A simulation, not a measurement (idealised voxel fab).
Documented hereafter: the process module known as voxel wiring stack.
Section shown: cut. Width: 190 nm. Cell size: 5 nm, square.
If you're reading a cross-section in this doc, picture square cells in a grid; it comes to you as bands, top ones listed first down to the bottom, and a band can be one or more rows of cells.
Heights first: top, then bottom, in nm. Then materials, left to right, each with a width in nm. "all across" on a single material: fills the band edge to edge. "air": empty space.
Heads up on the height convention: 0 is the point under which the incoming wafer is all one material, and the lowest band has no bottom, it just keeps going down, like "0 nm and below".
When a width is written as two numbers, as in "30..40", the first number is the width in the top row of cells of the band and the second is the width in its bottom row, and the width changes by the same amount from each row to the next.
"all unchanged" -> step changed no cross-section cell.
Closed empty spaces (no open way to the top) of 8 cells or more are what "Fully sealed cavities" lists, each as width x height at distance from the left edge, nm for all three.
Heads up: the bit after the settings on a step's line is the simulator's remark on that step.
The setting "overlay nm" may be written on the line of a step. When the step uses a mask, the value reports how far to the right of the planned place the mask lay, and a negative value reports that it lay to the left.
The planned process steps are enumerated hereunder
1: RECEIVE: material Si
2: CONFORMAL_DEP: material SiO2, thk nm 15
3: CONFORMAL_DEP: material SiN, thk nm 5
4: DIRECTIONAL_DEP: material SiO2, thk nm 20
5: PATTERN: tone open, mask id METAL_1, material resist, width nm 25, pitch nm 40, thk nm 20, overlay nm 0
6: DIRECTIONAL_ETCH: etch materials SiO2, depth nm 20
7: DIRECTIONAL_ETCH: etch materials SiN, depth nm 5
8: STRIP: etch materials resist
9: CONFORMAL_DEP: material TiN, thk nm 5
10: FILL_DEP: material W, thk nm 5
11: CMP: height nm 40
12: EPI: material Ru, thk nm 5
13: FILL_DEP: material SiCN, thk nm 5
14: DIRECTIONAL_DEP: material SiO2, thk nm 30
15: DIRECTIONAL_DEP: material aC, thk nm 10
16: PATTERN: tone open, mask id METAL_2, material resist, width nm 25, pitch nm 40, thk nm 30, overlay nm 0
17: DIRECTIONAL_ETCH: etch materials aC, depth nm 10
18: STRIP: etch materials resist
19: DIRECTIONAL_ETCH: etch materials SiO2, depth nm 15
20: STRIP: etch materials aC
21: PATTERN: tone open, mask id METAL_2_HOLES, material resist, width nm 15, thk nm 15, overlay nm 0
22: DIRECTIONAL_ETCH: etch materials SiO2, depth nm 15
23: DIRECTIONAL_ETCH: etch materials SiCN, depth nm 5
24: STRIP: etch materials resist
25: CONFORMAL_DEP: material TiN, thk nm 5
26: FILL_DEP: material Ru, thk nm 10
27: CMP: height nm 80
28: CONFORMAL_DEP: material SiCN, thk nm 5
29: DIRECTIONAL_DEP: material SiO2, thk nm 15
30: DIRECTIONAL_DEP: material aC, thk nm 15
31: PATTERN: tone open, mask id PLUG_2, material resist, width nm 15, thk nm 35, overlay nm 0
32: DIRECTIONAL_ETCH: etch materials aC, depth nm 15
33: STRIP: etch materials resist
34: DIRECTIONAL_ETCH: etch materials SiO2, depth nm 15
35: DIRECTIONAL_ETCH: etch materials SiCN, depth nm 5
36: STRIP: etch materials aC
37: CONFORMAL_DEP: material TiN, thk nm 5
38: FILL_DEP: material Ru, thk nm 5
39: CMP: height nm 100
40: DIRECTIONAL_DEP: material TiN, thk nm 5
41: DIRECTIONAL_DEP: material W, thk nm 20
42: PATTERN: tone cover, mask id METAL_3, material resist, width nm 25, pitch nm 40, thk nm 20, overlay nm 0
43: DIRECTIONAL_ETCH: etch materials W, depth nm 20
44: DIRECTIONAL_ETCH: etch materials TiN, depth nm 5
45: STRIP: etch materials resist
46: CONFORMAL_DEP: material SiN, thk nm 5
47: FILL_DEP: material SiO2, thk nm 5
48: CMP: height nm 125
49: CONFORMAL_DEP: material SiCN, thk nm 5
Wafer cross-section on receipt, i.e. after step 1
	0 nm and below  Si all across
	Fully sealed cavities: none
Cross-sectional result after module completion. Note: starting condition and plan are unchanged from above; one processing mistake was made
	130 nm to 125 nm  SiCN all across
	125 nm to 105 nm  60 SiO2, 5 SiN, 20 W, 5 SiN, 10 SiO2, 5 SiN, 20 W, 5 SiN, 60 SiO2
	105 nm to 100 nm  65 SiN, 20 TiN, 20 SiN, 20 TiN, 65 SiN
	100 nm to 85 nm  60 SiO2, 5 TiN, 5 Ru, 5 TiN, 115 SiO2
	85 nm to 80 nm  60 SiCN, 15 TiN, 115 SiCN
	80 nm to 70 nm  60 SiO2, 5 TiN, 15 Ru, 5 TiN, 15 SiO2, 5 TiN, 15 Ru, 5 TiN, 65 SiO2
	70 nm to 65 nm  60 SiO2, 5 TiN, 5 Ru, 15 TiN, 15 SiO2, 25 TiN, 65 SiO2
	65 nm to 50 nm  60 SiO2, 5 TiN, 5 Ru, 5 TiN, 115 SiO2
	50 nm to 45 nm  60 SiCN, 15 TiN, 115 SiCN
	45 nm to 40 nm  55 SiCN, 35 Ru, 5 SiCN, 35 Ru, 60 SiCN
	40 nm to 20 nm  60 SiO2, 5 TiN, 15 W, 5 TiN, 15 SiO2, 5 TiN, 15 W, 5 TiN, 65 SiO2
	20 nm to 15 nm  60 SiN, 25 TiN, 15 SiN, 25 TiN, 65 SiN
	15 nm to 0 nm  SiO2 all across
	0 nm and below  Si all across
	Fully sealed cavities: none
Nonconformance to the process plan: step 42: run off-plan, actual operation and settings PATTERN: tone cover, mask id METAL_3, material resist, width nm 20, pitch nm 40, thk nm 20, overlay nm 0
